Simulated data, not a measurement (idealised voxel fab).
Module name: voxel gate over fins (process module)
Shown is cross-section cut, with a width of 140 nm and square cells of size 5 nm.
Cross-section spec: square-cell grid; bands listed top down; each band is one or more rows.
Band entry format. Leading values: height of top, height of bottom, nm. Remainder: materials in left-to-right order, each with its width in nm. Special words: "full width" on a single material, which then fills the band edge to edge; "air", empty space.
Heights from 0 (as-received wafer is one material below). Bottom band endless downward, as "top 0, no bottom".
Think of "30..40" as a width that walks from the first number to the second as you go down the band, top row to bottom row, taking equal-sized steps from row to row.
"remained unchanged", as given for a step, is the statement that not any cell of the cross-section underwent a change during that step.
In the "Closed internal cavities" entry, you get each enclosed empty space of 8 cells or more, one with no open way to the top, written width x height at distance, distance from the left edge, in nm.
Read whatever lies past the settings on a step's line as the simulator's own remark about the step.
Among the settings permitted on a step's line is "overlay nm"; applied to a step with a mask, it specifies the extent to which the mask lay to the right of its planned position, whereas a negative figure signifies a position to the left.

[Intended process steps]
| 1 | RECEIVE, material Si |
| 2 | CONFORMAL_DEP, material SiN, thk nm 5 |
| 3 | PATTERN, tone cover, mask id FINS, material resist, width nm 15, pitch nm 60, thk nm 20, overlay nm 0 |
| 4 | DIRECTIONAL_ETCH, etch materials SiN, depth nm 5 |
| 5 | DIRECTIONAL_ETCH, etch materials Si, depth nm 40 |
| 6 | STRIP, etch materials resist |
| 7 | OXIDIZE, depth nm 5 |
| 8 | FILL_DEP, material SiO2, thk nm 15 |
| 9 | CMP, height nm 5 |
| 10 | PATTERN, tone open, mask id RAIL, material resist, width nm 15, thk nm 15, overlay nm 0 |
| 11 | DIRECTIONAL_ETCH, etch materials SiO2, depth nm 40 |
| 12 | STRIP, etch materials resist |
| 13 | CONFORMAL_DEP, material TiN, thk nm 5 |
| 14 | FILL_DEP, material W, thk nm 10 |
| 15 | CMP, height nm 5 |
| 16 | SELECTIVE_ETCH, etch materials W Ru TiN, depth nm 20 |
| 17 | FILL_DEP, material SiO2, thk nm 5 |
| 18 | CMP, height nm 5 |
| 19 | SELECTIVE_ETCH, etch materials SiO2, depth nm 15 |
| 20 | STRIP, etch materials SiN |
| 21 | CONFORMAL_DEP, material HfO2, thk nm 5 |
| 22 | CONFORMAL_DEP, material TiN, thk nm 5 |
| 23 | CONFORMAL_DEP, material TiAl, thk nm 5 |
| 24 | CONFORMAL_DEP, material TiN, thk nm 5 |
| 25 | FILL_DEP, material W, thk nm 10 |
| 26 | CMP, height nm 25 |
| 27 | CONFORMAL_DEP, material SiCN, thk nm 10 |

[Step 1 complete: cross-section of the wafer as received]
* top 0, no bottom = Si full width
* Closed internal cavities: none

[Same starting wafer, same plan as above, one mistake in the execution; this is the cross-section at the end of the module]
* top 35, bottom 25 = SiCN full width
* top 25, bottom 20 = W full width
* top 20, bottom 15 = W 20 nm, then TiN 45 nm, then W 15 nm, then TiN 45 nm, then W 15 nm
* top 15, bottom 10 = W 20 nm, then TiN 5 nm, then TiAl 35 nm, then TiN 5 nm, then W 15 nm, then TiN 5 nm, then TiAl 35 nm, then TiN 5 nm, then W 15 nm
* top 10, bottom 5 = TiN 25 nm, then TiAl 5 nm, then TiN 25 nm, then TiAl 5 nm, then TiN 25 nm, then TiAl 5 nm, then TiN 25 nm, then TiAl 5 nm, then TiN 20 nm
* top 5, bottom 0 = TiAl 30 nm, then TiN 5 nm, then HfO2 15 nm, then TiN 5 nm, then TiAl 35 nm, then TiN 5 nm, then HfO2 15 nm, then TiN 5 nm, then TiAl 25 nm
* top 0, bottom -5 = TiN 35 nm, then HfO2 5 nm, then Si 5 nm, then HfO2 5 nm, then TiN 45 nm, then HfO2 5 nm, then Si 5 nm, then HfO2 5 nm, then TiN 30 nm
* top -5, bottom -10 = HfO2 40 nm, then Si 5 nm, then HfO2 55 nm, then Si 5 nm, then HfO2 35 nm
* top -10, bottom -15 = SiO2 40 nm, then Si 5 nm, then SiO2 55 nm, then Si 5 nm, then SiO2 35 nm
* top -15, bottom -30 = SiO2 40 nm, then Si 5 nm, then SiO2 15 nm, then TiN 5 nm, then W 5 nm, then TiN 5 nm, then SiO2 25 nm, then Si 5 nm, then SiO2 35 nm
* top -30, bottom -35 = SiO2 40 nm, then Si 5 nm, then SiO2 15 nm, then TiN 15 nm, then SiO2 25 nm, then Si 5 nm, then SiO2 35 nm
* top -35, bottom -45 = SiO2 40 nm, then Si 5 nm, then SiO2 55 nm, then Si 5 nm, then SiO2 35 nm
* top -45, no bottom = Si full width
* Closed internal cavities: none
Processing error: step 3 went in with a setting other than planned; the actual run was PATTERN, tone cover, mask id FINS, material resist, width nm 15, pitch nm 60, thk nm 20, overlay nm 5
